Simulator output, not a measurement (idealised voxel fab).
The following is a process module called voxel ribs on slabs.
Cross-sectional view cut (width: 250 nm; square cell size: 5 nm).
Reading order for cross-sections: top band down to bottom band. Underlying form: a grid of square cells. Band size: one or more rows of cells.
Read a band's entry like this: the first values are the height of its top and the height of its bottom in nm, and what follows is the sequence of materials from left to right, each with its width in nm. Note that "blank" is empty space, and that a single material marked "all across" reaches across the band from edge to edge.
The level at which height equals 0 is the one under which the wafer, as it arrives, is entirely one material. No lower edge exists for the bottom band, which continues downward and is notated as in "0 nm and below".
The two numbers in a width such as "30..40" mark its ends across the band: the first belongs to the top row of cells, the second to the bottom row, and from each row to the next the width moves by the same amount.
A step reported as "left unchanged" is a step in which no cell of the cross-section changed.
Entry "Unvented internal voids". Content: empty spaces with no open connection to the top, size 8 cells or greater. Each: width x height at distance. Distance: from left edge. Unit: nm.
On each step's line, the part that comes after the settings is the simulator's own comment on the step.
The line of a step may include "overlay nm". On a step with a mask, this value is how far to the right of its planned place the mask lay. A negative value means the mask lay to the left.
Process steps - plan
1: RECEIVE,material Si
2: DIRECTIONAL_DEP,material SiO2,thk nm 20
3: DIRECTIONAL_DEP,material polySi,thk nm 25
4: MASKED_ETCH,tone cover,mask id RIB,width nm 20,etch materials polySi,depth nm 10,overlay nm 0
5: PATTERN,tone cover,mask id SLAB,material resist,width nm 70,thk nm 15,overlay nm 0
6: DIRECTIONAL_ETCH,etch materials polySi,depth nm 15
7: STRIP,etch materials resist
8: FILL_DEP,material SiO2,thk nm 20
9: CMP,height nm 55
10: DIRECTIONAL_DEP,material W,thk nm 5
11: DIRECTIONAL_DEP,material aC,thk nm 10
12: PATTERN,tone cover,mask id HEATER,material resist,width nm 20,thk nm 25,overlay nm 0
13: DIRECTIONAL_ETCH,etch materials aC,depth nm 10
14: STRIP,etch materials resist
15: DIRECTIONAL_ETCH,etch materials W,depth nm 5
16: STRIP,etch materials aC
17: CONFORMAL_DEP,material SiN,thk nm 5
Be aware that, although all wafers share a common starting state, the width nm at step 12 differs among them, and the plan displays the first wafer's value.
Cross-section of the first of several received wafers, showing its state after step 1
  0 nm and below = Si all across
  Unvented internal voids: none
Each wafer at the end: cells of each material gained (+) or lost (-) since it was received, then its closed voids
width nm 20; +52 SiN; +500 SiO2; +4 W; +50 polySi; Unvented internal voids: none
width nm 25; +52 SiN; +500 SiO2; +5 W; +50 polySi; Unvented internal voids: none
width nm 30; +52 SiN; +500 SiO2; +6 W; +50 polySi; Unvented internal voids: none
width nm 35; +52 SiN; +500 SiO2; +7 W; +50 polySi; Unvented internal voids: none
width nm 40; +52 SiN; +500 SiO2; +8 W; +50 polySi; Unvented internal voids: none
width nm 45; +52 SiN; +500 SiO2; +9 W; +50 polySi; Unvented internal voids: none
